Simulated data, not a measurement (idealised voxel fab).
process module | voxel plated lines
cross-section cut | 265 nm wide | cells 5 nm
A cross-section is a grid of square cells, given in bands from the top down. A band is one or more rows of cells.
Each band's line starts with the height of the band's top and of its bottom, in nm. Then come its materials from left to right, each with its width in nm. One material with "throughout" fills the band from edge to edge. "air" is empty space.
Height 0 is the level under which the wafer as received is all one material. The lowest band goes on downwards, as in "0 down".
A width such as "30 to 40" changes by the same amount from each row of cells to the next, from the band's top row to its bottom row.
"no change" after a step means that no cell of the cross-section changed.
closed voids: empty space of 8 cells or more with no open way to the top, each as width x height at its distance from the left edge, in nm
after a step's settings: what the simulator itself notes on the step
overlay nm, on a step with a mask: how far to the right of its planned place the mask lay; to the left if negative
plan
1 op RECEIVE | material Si
2 op CONFORMAL_DEP | material SiN | thk nm 10
3 op DIRECTIONAL_DEP | material TiN | thk nm 5
4 op PATTERN | tone open | mask id LINES | material resist | width nm 25 | pitch nm 50 | thk nm 15 | overlay nm -15
5 op EPI | material Ru | thk nm 10
6 op STRIP | etch materials resist
7 op DIRECTIONAL_ETCH | etch materials TiN | depth nm 5
8 op CONFORMAL_DEP | material SiO2 | thk nm 10
varied across the wafers: overlay nm of step 4. The plan shows the first wafer's value. All wafers start alike
first wafer as received, after step 1
  0 down: Si throughout
  closed voids: none
first wafer at the end, after step 8
  35 to 25: air 45 | SiO2 45 | air 5 | SiO2 45 | air 5 | SiO2 45 | air 75
  25 to 20: air 45 | SiO2 10 | Ru 25 | SiO2 10 | air 5 | SiO2 10 | Ru 25 | SiO2 10 | air 5 | SiO2 10 | Ru 25 | SiO2 10 | air 75
  20 to 15: SiO2 55 | Ru 25 | SiO2 25 | Ru 25 | SiO2 25 | Ru 25 | SiO2 85
  15 to 10: SiO2 55 | TiN 25 | SiO2 25 | TiN 25 | SiO2 25 | TiN 25 | SiO2 85
  10 to 0: SiN throughout
  0 down: Si throughout
  closed voids: none
last wafer at the end
  35 to 25: air 75 | SiO2 45 | air 5 | SiO2 45 | air 5 | SiO2 45 | air 45
  25 to 20: air 75 | SiO2 10 | Ru 25 | SiO2 10 | air 5 | SiO2 10 | Ru 25 | SiO2 10 | air 5 | SiO2 10 | Ru 25 | SiO2 10 | air 45
  20 to 15: SiO2 85 | Ru 25 | SiO2 25 | Ru 25 | SiO2 25 | Ru 25 | SiO2 55
  15 to 10: SiO2 85 | TiN 25 | SiO2 25 | TiN 25 | SiO2 25 | TiN 25 | SiO2 55
  10 to 0: SiN throughout
  0 down: Si throughout
  closed voids: none
each wafer at the end: cells of each material gained (+) or lost (-) since it was received, then its closed voids
overlay nm -15 | +30 Ru | +106 SiN | +142 SiO2 | +15 TiN | closed voids: none
overlay nm -10 | +30 Ru | +106 SiN | +142 SiO2 | +15 TiN | closed voids: none
overlay nm -5 | +30 Ru | +106 SiN | +142 SiO2 | +15 TiN | closed voids: none
overlay nm 0 | +30 Ru | +106 SiN | +142 SiO2 | +15 TiN | closed voids: none
overlay nm 5 | +30 Ru | +106 SiN | +142 SiO2 | +15 TiN | closed voids: none
overlay nm 10 | +30 Ru | +106 SiN | +142 SiO2 | +15 TiN | closed voids: none
overlay nm 15 | +30 Ru | +106 SiN | +142 SiO2 | +15 TiN | closed voids: none
